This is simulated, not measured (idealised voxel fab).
process module | voxel gate over fins
cross-section cut | 155 nm wide | cells 5 nm
A cross-section is a grid of square cells, given in bands from the top down. A band is one or more rows of cells.
Each band's line starts with the height of the band's top and of its bottom, in nm. Then come its materials from left to right, each with its width in nm. One material with "throughout" fills the band from edge to edge. "air" is empty space.
Height 0 is the level under which the wafer as received is all one material. The lowest band goes on downwards, as in "0 down".
A width such as "30 to 40" changes by the same amount from each row of cells to the next, from the band's top row to its bottom row.
"no change" after a step means that no cell of the cross-section changed.
closed voids: empty space of 8 cells or more with no open way to the top, each as width x height at its distance from the left edge, in nm
after a step's settings: what the simulator itself notes on the step
overlay nm, on a step with a mask: how far to the right of its planned place the mask lay; to the left if negative
plan
1 op RECEIVE | material Si
2 op CONFORMAL_DEP | material SiN | thk nm 10
3 op MASKED_ETCH | tone cover | mask id FINS | width nm 15 | pitch nm 55 | etch materials SiN | depth nm 10 | overlay nm 0
4 op MASKED_ETCH | tone cover | mask id FINS | width nm 15 | pitch nm 55 | etch materials Si | depth nm 35 | overlay nm 0
5 op FILL_DEP | material SiO2 | thk nm 15
6 op CMP | height nm 10
7 op DIRECTIONAL_DEP | material aC | thk nm 10
8 op PATTERN | tone open | mask id RAIL | material resist | width nm 15 | thk nm 25 | overlay nm 0
9 op DIRECTIONAL_ETCH | etch materials aC | depth nm 10
10 op STRIP | etch materials resist
11 op DIRECTIONAL_ETCH | etch materials SiO2 | depth nm 40
12 op STRIP | etch materials aC
13 op CONFORMAL_DEP | material TiN | thk nm 5
14 op FILL_DEP | material Ru | thk nm 10
15 op CMP | height nm 10
16 op SELECTIVE_ETCH | etch materials W Ru TiN | depth nm 30
17 op FILL_DEP | material SiO2 | thk nm 5
18 op CMP | height nm 10
19 op SELECTIVE_ETCH | etch materials SiO2 | depth nm 25
20 op STRIP | etch materials SiN
21 op CONFORMAL_DEP | material HfO2 | thk nm 5
22 op CONFORMAL_DEP | material TiN | thk nm 5
23 op CONFORMAL_DEP | material TiAl | thk nm 5
24 op CONFORMAL_DEP | material TiN | thk nm 5
25 op FILL_DEP | material W | thk nm 10
26 op CMP | height nm 25
27 op CONFORMAL_DEP | material SiCN | thk nm 10
as received, after step 1
  0 down: Si throughout
  closed voids: none
a wafer at the end: this start, this plan, one mistake
  35 to 25: SiCN throughout
  25 to 15: W throughout
  15 to 10: TiN 45 | W 10 | TiN 45 | W 10 | TiN 45
  10 to 5: TiN 5 | TiAl 35 | TiN 5 | W 10 | TiN 5 | TiAl 35 | TiN 5 | W 10 | TiN 5 | TiAl 35 | TiN 5
  5 to 0: TiN 5 | TiAl 5 | TiN 25 | TiAl 5 | TiN 5 | W 10 | TiN 5 | TiAl 5 | TiN 25 | TiAl 5 | TiN 5 | W 10 | TiN 5 | TiAl 5 | TiN 25 | TiAl 5 | TiN 5
  0 to -5: TiN 5 | TiAl 5 | TiN 5 | Si 15 | TiN 5 | TiAl 5 | TiN 20 | TiAl 5 | TiN 5 | Si 15 | TiN 5 | TiAl 5 | TiN 20 | TiAl 5 | TiN 5 | Si 15 | TiN 5 | TiAl 5 | TiN 5
  -5 to -10: TiAl 10 | TiN 5 | Si 15 | TiN 5 | TiAl 30 | TiN 5 | Si 15 | TiN 5 | TiAl 30 | TiN 5 | Si 15 | TiN 5 | TiAl 10
  -10 to -15: TiN 15 | Si 15 | TiN 40 | Si 15 | TiN 40 | Si 15 | TiN 15
  -15 to -20: SiO2 15 | Si 15 | SiO2 40 | Si 15 | SiO2 40 | Si 15 | SiO2 15
  -20 to -25: SiO2 15 | Si 15 | SiO2 10 | TiN 5 | Ru 5 | TiN 5 | SiO2 15 | Si 15 | SiO2 40 | Si 15 | SiO2 15
  -25 to -30: SiO2 15 | Si 15 | SiO2 10 | TiN 15 | SiO2 15 | Si 15 | SiO2 40 | Si 15 | SiO2 15
  -30 to -35: SiO2 15 | Si 15 | SiO2 40 | Si 15 | SiO2 40 | Si 15 | SiO2 15
  -35 down: Si throughout
  closed voids: none
what went wrong: step 21 was left out
